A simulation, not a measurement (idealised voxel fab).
Proc. module: voxel spacer lines
Pictured: cross-section cut, 205 nm wide, on a grid of 5 nm square cells.
Throughout this document, each cross-section is represented as a grid of square cells and is presented as a sequence of bands enumerated from the top downward, where a band comprises one or more rows of cells.
Heads up on the band format: heights come first, top then bottom, in nm. After that it's the materials left to right, each with its width in nm. A single material flagged "all across" fills the whole band edge to edge, and "empty" means there's empty space there.
Ref level 0: as-received wafer is one material below here. Bottom band extends down with no lower bound ("0 and below").
Width "30->40": first value at the band's top row of cells, second value at its bottom row, equal change from row to row.
Step note "left unchanged" = no cross-section cell changed.
"Enclosed void list" - sealed voids, min. 8 cells, no opening to top; format: width x height at distance (distance from left edge; nm throughout).
Where a step's line continues beyond its settings, the continuation is a remark by the simulator itself on that step.
Among the settings permitted on a step's line is "overlay nm"; applied to a step with a mask, it specifies the extent to which the mask lay to the right of its planned position, whereas a negative figure signifies a position to the left.

These are the steps we planned for the process:
1 RECEIVE,material Si
2 CONFORMAL_DEP,material Al2O3,thk nm 10
3 DIRECTIONAL_DEP,material W,thk nm 15
4 DIRECTIONAL_DEP,material aC,thk nm 20
5 PATTERN,tone cover,mask id MANDREL,material resist,width nm 15,pitch nm 50,thk nm 25,overlay nm 0
6 DIRECTIONAL_ETCH,etch materials aC,depth nm 20
7 STRIP,etch materials resist
8 CONFORMAL_DEP,material SiO2,thk nm 10
9 DIRECTIONAL_ETCH,etch materials SiO2,depth nm 10
10 STRIP,etch materials aC
11 DIRECTIONAL_ETCH,etch materials W,depth nm 15
12 STRIP,etch materials SiO2
13 FILL_DEP,material SiO2,thk nm 10
14 CMP,height nm 25

This is the cross-section of the wafer as we received it, i.e. after step 1:
- 0 and below = Si all across
- Enclosed void list: none

Cross-section, end of module. Start: as above. Plan: as above. Execution: one mistake:
- 25 down to 15 = Al2O3 all across
- 15 down to 0 = W all across
- 0 and below = Si all across
- Enclosed void list: none
Deviation noted in wafer processing: steps 2 and 3 of the plan were run in the wrong order, each in the other's place
